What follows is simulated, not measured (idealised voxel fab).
The following process module bears the name voxel self aligned vias.
Section shown: cut. Width: 295 nm. Cell size: 5 nm, square.
Each cross-section below is a grid of square cells, stated as bands in top-down order, with one or more rows of cells making up each band. The band entry comprises the height of the band's top followed by the height of its bottom, expressed in nm, and subsequently the band's materials from left to right, each stated together with its width in nm. Where a single material is marked with the word "everywhere", that material fills the band from edge to edge. The word "empty" represents empty space. Below 0: as-received wafer, all one material; heights counted from there. Lowest band: no bottom, goes on down, written "0..down". The expression "30..40" gives the width at the extremes of the band, the first number at its top row of cells and the second at its bottom row, with the width changing by equal amounts from each row to the next in between. "nothing got changed" for a step: no cell of the cross-section changed in that step. In "Unvented voids" the enclosed voids are listed, meaning empty spaces of 8 cells or larger without any opening to the top. The form is width x height at distance, distance from the left edge, units nm. That trailing text on a step's line, after the settings, is the simulator's own remark on the step. overlay nm: for a step with a mask, the amount by which the mask lay right of where it was planned; a negative amount means left of it.

The following list gives the planned process steps
step 1: RECEIVE | material Si
step 2: CONFORMAL_DEP | material SiO2 | thk nm 15
step 3: CONFORMAL_DEP | material SiCN | thk nm 5
step 4: DIRECTIONAL_DEP | material lowk | thk nm 25
step 5: DIRECTIONAL_DEP | material aC | thk nm 15
step 6: PATTERN | tone open | mask id LINES | material resist | width nm 15 | pitch nm 60 | thk nm 30 | overlay nm 0
step 7: DIRECTIONAL_ETCH | etch materials aC | depth nm 15
step 8: STRIP | etch materials resist
step 9: DIRECTIONAL_ETCH | etch materials lowk | depth nm 25
step 10: STRIP | etch materials aC
step 11: CONFORMAL_DEP | material TiN | thk nm 5
step 12: FILL_DEP | material Ru | thk nm 10
step 13: CMP | height nm 45
step 14: SELECTIVE_ETCH | etch materials W Ru TiN | depth nm 5
step 15: FILL_DEP | material SiN | thk nm 5
step 16: CMP | height nm 45
step 17: DIRECTIONAL_DEP | material lowk | thk nm 15
step 18: PATTERN | tone open | mask id VIAS | material resist | width nm 45 | pitch nm 60 | thk nm 15 | overlay nm 0
step 19: DIRECTIONAL_ETCH | etch materials lowk | depth nm 15
step 20: DIRECTIONAL_ETCH | etch materials SiN | depth nm 5
step 21: STRIP | etch materials resist
step 22: CONFORMAL_DEP | material TiN | thk nm 5
step 23: FILL_DEP | material Ru | thk nm 10
step 24: CMP | height nm 60
step 25: CONFORMAL_DEP | material SiN | thk nm 5
It is noted that the wafers described herein are identical at the outset and are distinguished by the width nm of step 6; the value stated in the plan corresponds to the first wafer.

Cross-sectional view of the first of several wafers in the as-received condition, corresponding to the state following step 1
> 0..down  Si everywhere
> Unvented voids: none

Where each wafer stands at the end of the module, a row apiece: cells of each material gained (+) or lost (-) since it was received, then closed voids
width nm 15 | +54 Ru | +59 SiCN | +59 SiN | +177 SiO2 | +72 TiN | +346 lowk | Unvented voids: none
width nm 20 | +66 Ru | +59 SiCN | +59 SiN | +177 SiO2 | +75 TiN | +331 lowk | Unvented voids: none
width nm 25 | +78 Ru | +59 SiCN | +59 SiN | +177 SiO2 | +78 TiN | +316 lowk | Unvented voids: none
width nm 30 | +90 Ru | +59 SiCN | +59 SiN | +177 SiO2 | +81 TiN | +301 lowk | Unvented voids: none
width nm 35 | +102 Ru | +59 SiCN | +59 SiN | +177 SiO2 | +84 TiN | +286 lowk | Unvented voids: none
width nm 40 | +114 Ru | +59 SiCN | +59 SiN | +177 SiO2 | +87 TiN | +271 lowk | Unvented voids: none
